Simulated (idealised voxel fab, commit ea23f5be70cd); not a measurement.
Module name: voxel transistor to metal (process module)
170 nm wide, 5 nm square cells: that's cross-section cut.
Cross-section, as written here: a square-cell grid given band by band from the top down, where a band holds one or more rows of cells. Band entry format. Leading values: height of top, height of bottom, nm. Remainder: materials in left-to-right order, each with its width in nm. Special words: "everywhere" on a single material, which then fills the band edge to edge; "air", empty space. Height datum 0, below which the as-received substrate wafer is one material. Lowest band open at the bottom, running downward: "0..down". You'd read "30 to 40" like this: the band's top row of cells is as wide as the first number, its bottom row is as wide as the second, and going down, every row changes width by the same amount as the row before did. Where the words "no change" appear for a step, the cross-section shows no cell changed by that step; every cell remained as before. "Sealed void listing" specifies each empty space that is not open to the top and that occupies no fewer than 8 cells, using the form width x height at distance, the distance measured from the left edge and all three quantities in nm. Heads up: the bit after the settings on a step's line is the simulator's remark on that step. The setting "overlay nm" may be written on the line of a step. When the step uses a mask, the value reports how far to the right of the planned place the mask lay, and a negative value reports that it lay to the left.

Plan
1 op RECEIVE | material Si
2 op OXIDIZE | depth nm 5
3 op CONFORMAL_DEP | material SiN | thk nm 10
4 op MASKED_ETCH | tone cover | mask id ACTIVE | width nm 125 | etch materials SiN | depth nm 10 | overlay nm 0
5 op MASKED_ETCH | tone cover | mask id ACTIVE | width nm 125 | etch materials SiO2 | depth nm 5 | overlay nm 0
6 op MASKED_ETCH | tone cover | mask id ACTIVE | width nm 125 | etch materials Si | depth nm 25 | overlay nm 0
7 op OXIDIZE | depth nm 5
8 op FILL_DEP | material SiO2 | thk nm 15
9 op CMP | height nm 10
10 op SELECTIVE_ETCH | etch materials SiO2 | depth nm 5
11 op STRIP | etch materials SiN
12 op SELECTIVE_ETCH | etch materials SiO2 | depth nm 5
13 op OXIDIZE | depth nm 5
14 op DIRECTIONAL_DEP | material polySi | thk nm 30
15 op DIRECTIONAL_DEP | material SiCN | thk nm 10
16 op MASKED_ETCH | tone cover | mask id GATE | width nm 25 | etch materials SiCN | depth nm 20 | overlay nm 0
17 op MASKED_ETCH | tone cover | mask id GATE | width nm 25 | etch materials polySi | depth nm 40 | overlay nm 0
18 op CONFORMAL_DEP | material SiO2 | thk nm 5
19 op DIRECTIONAL_ETCH | etch materials SiO2 | depth nm 5
20 op CONFORMAL_DEP | material SiN | thk nm 10
21 op DIRECTIONAL_ETCH | etch materials SiN | depth nm 10
22 op DIRECTIONAL_ETCH | etch materials SiO2 | depth nm 5
23 op DIRECTIONAL_ETCH | etch materials Si | depth nm 10
24 op EPI | material pSi | thk nm 15
25 op FILL_DEP | material SiO2 | thk nm 5
26 op CMP | height nm 35
27 op DIRECTIONAL_DEP | material SiO2 | thk nm 10
28 op PATTERN | tone open | mask id CONTACT | material resist | width nm 35 | pitch nm 70 | thk nm 20 | overlay nm 0
29 op DIRECTIONAL_ETCH | etch materials SiO2 | depth nm 40
30 op STRIP | etch materials resist
31 op CONFORMAL_DEP | material TiN | thk nm 5
32 op FILL_DEP | material W | thk nm 10
33 op CMP | height nm 45
34 op CONFORMAL_DEP | material SiN | thk nm 5
35 op DIRECTIONAL_DEP | material lowk | thk nm 25
36 op DIRECTIONAL_DEP | material aC | thk nm 15
37 op PATTERN | tone open | mask id METAL_1 | material resist | width nm 20 | pitch nm 85 | thk nm 30 | overlay nm 0
38 op DIRECTIONAL_ETCH | etch materials aC | depth nm 15
39 op STRIP | etch materials resist
40 op DIRECTIONAL_ETCH | etch materials lowk | depth nm 25
41 op DIRECTIONAL_ETCH | etch materials SiN | depth nm 5
42 op STRIP | etch materials aC
43 op CONFORMAL_DEP | material TiN | thk nm 5
44 op FILL_DEP | material Ru | thk nm 5
45 op CMP | height nm 75
46 op CONFORMAL_DEP | material SiCN | thk nm 5
47 op DIRECTIONAL_DEP | material lowk | thk nm 25
48 op MASKED_ETCH | tone open | mask id METAL_2 | width nm 20 | pitch nm 85 | etch materials lowk | depth nm 15 | overlay nm 0
49 op MASKED_ETCH | tone open | mask id METAL_2_HOLES | width nm 15 | pitch nm 85 | etch materials lowk | depth nm 10 | overlay nm 0
50 op MASKED_ETCH | tone open | mask id METAL_2_HOLES | width nm 15 | pitch nm 85 | etch materials SiCN | depth nm 5 | overlay nm 0
51 op CONFORMAL_DEP | material TiN | thk nm 5
52 op FILL_DEP | material Cu | thk nm 10
53 op CMP | height nm 105
54 op CONFORMAL_DEP | material SiCN | thk nm 5

Cross-section of the wafer upon arrival, representing the state reached after step 1
- 0..down: Si everywhere
- Sealed void listing: none

Cross-section, first of two wafers, end of module, run as planned
- 110..105: SiCN everywhere
- 105..95: 30 nm lowk, 5 nm TiN, 10 nm Cu, 5 nm TiN, 65 nm lowk, 5 nm TiN, 10 nm Cu, 5 nm TiN, 35 nm lowk
- 95..90: 30 nm lowk, 5 nm TiN, 5 nm Cu, 10 nm TiN, 65 nm lowk, 5 nm TiN, 5 nm Cu, 10 nm TiN, 35 nm lowk
- 90..80: 30 nm lowk, 5 nm TiN, 5 nm Cu, 5 nm TiN, 70 nm lowk, 5 nm TiN, 5 nm Cu, 5 nm TiN, 40 nm lowk
- 80..75: 30 nm SiCN, 15 nm TiN, 70 nm SiCN, 15 nm TiN, 40 nm SiCN
- 75..50: 30 nm lowk, 5 nm TiN, 10 nm Ru, 5 nm TiN, 65 nm lowk, 5 nm TiN, 10 nm Ru, 5 nm TiN, 35 nm lowk
- 50..45: 30 nm SiN, 20 nm TiN, 65 nm SiN, 20 nm TiN, 35 nm SiN
- 45..35: 30 nm SiO2, 5 nm TiN, 25 to 15 nm W, 5 to 15 nm TiN, 35 nm SiO2, 5 to 15 nm TiN, 25 to 15 nm W, 5 nm TiN, 35 nm SiO2
- 35..25: 30 nm SiO2, 5 nm TiN, 15 nm W, 5 nm TiN, 10 nm SiN, 5 nm SiO2, 25 nm SiCN, 5 nm SiO2, 10 nm SiN, 5 nm TiN, 15 nm W, 5 nm TiN, 35 nm SiO2
- 25..10: 30 nm SiO2, 5 nm TiN, 15 nm W, 5 nm TiN, 10 nm SiN, 5 nm SiO2, 25 nm polySi, 5 nm SiO2, 10 nm SiN, 5 nm TiN, 15 nm W, 5 nm TiN, 35 nm SiO2
- 10..5: 30 nm SiO2, 25 nm TiN, 10 nm SiN, 5 nm SiO2, 25 nm polySi, 5 nm SiO2, 10 nm SiN, 25 nm TiN, 35 nm SiO2
- 5..0: 25 nm SiO2, 30 nm pSi, 10 nm SiN, 5 nm SiO2, 25 nm polySi, 5 nm SiO2, 10 nm SiN, 30 nm pSi, 30 nm SiO2
- 0..-5: 20 nm SiO2, 10 nm SiN, 25 nm pSi, 10 nm SiN, 5 nm SiO2, 25 nm polySi, 5 nm SiO2, 10 nm SiN, 25 nm pSi, 10 nm SiN, 25 nm SiO2
- -5..-10: 30 nm SiO2, 25 nm pSi, 55 nm SiO2, 25 nm pSi, 35 nm SiO2
- -10..-20: 25 nm SiO2, 5 nm Si, 25 nm pSi, 55 nm Si, 25 nm pSi, 5 nm Si, 30 nm SiO2
- -20..-35: 25 nm SiO2, 115 nm Si, 30 nm SiO2
- -35..down: Si everywhere
- Sealed void listing: none

Wafer two (of two), end-of-module cross-section: start = wafer one, plan = wafer one, one run mistake
- 110..105: SiCN everywhere
- 105..100: 30 nm SiCN, 15 nm TiN, 70 nm SiCN, 15 nm TiN, 40 nm SiCN
- 100..75: lowk everywhere
- 75..50: 30 nm lowk, 5 nm TiN, 10 nm Ru, 5 nm TiN, 65 nm lowk, 5 nm TiN, 10 nm Ru, 5 nm TiN, 35 nm lowk
- 50..45: 30 nm SiN, 20 nm TiN, 65 nm SiN, 20 nm TiN, 35 nm SiN
- 45..35: 30 nm SiO2, 5 nm TiN, 25 to 15 nm W, 5 to 15 nm TiN, 35 nm SiO2, 5 to 15 nm TiN, 25 to 15 nm W, 5 nm TiN, 35 nm SiO2
- 35..25: 30 nm SiO2, 5 nm TiN, 15 nm W, 5 nm TiN, 10 nm SiN, 5 nm SiO2, 25 nm SiCN, 5 nm SiO2, 10 nm SiN, 5 nm TiN, 15 nm W, 5 nm TiN, 35 nm SiO2
- 25..10: 30 nm SiO2, 5 nm TiN, 15 nm W, 5 nm TiN, 10 nm SiN, 5 nm SiO2, 25 nm polySi, 5 nm SiO2, 10 nm SiN, 5 nm TiN, 15 nm W, 5 nm TiN, 35 nm SiO2
- 10..5: 30 nm SiO2, 25 nm TiN, 10 nm SiN, 5 nm SiO2, 25 nm polySi, 5 nm SiO2, 10 nm SiN, 25 nm TiN, 35 nm SiO2
- 5..0: 25 nm SiO2, 30 nm pSi, 10 nm SiN, 5 nm SiO2, 25 nm polySi, 5 nm SiO2, 10 nm SiN, 30 nm pSi, 30 nm SiO2
- 0..-5: 20 nm SiO2, 10 nm SiN, 25 nm pSi, 10 nm SiN, 5 nm SiO2, 25 nm polySi, 5 nm SiO2, 10 nm SiN, 25 nm pSi, 10 nm SiN, 25 nm SiO2
- -5..-10: 30 nm SiO2, 25 nm pSi, 55 nm SiO2, 25 nm pSi, 35 nm SiO2
- -10..-20: 25 nm SiO2, 5 nm Si, 25 nm pSi, 55 nm Si, 25 nm pSi, 5 nm Si, 30 nm SiO2
- -20..-35: 25 nm SiO2, 115 nm Si, 30 nm SiO2
- -35..down: Si everywhere
- Sealed void listing: none
Plan not followed: ran 46 and 47 in swapped order versus the plan
Upon completion, the second wafer contains, in terms of cells, a greater or smaller amount of certain materials than the first wafer: Cu -14 | TiN -22 | lowk +36
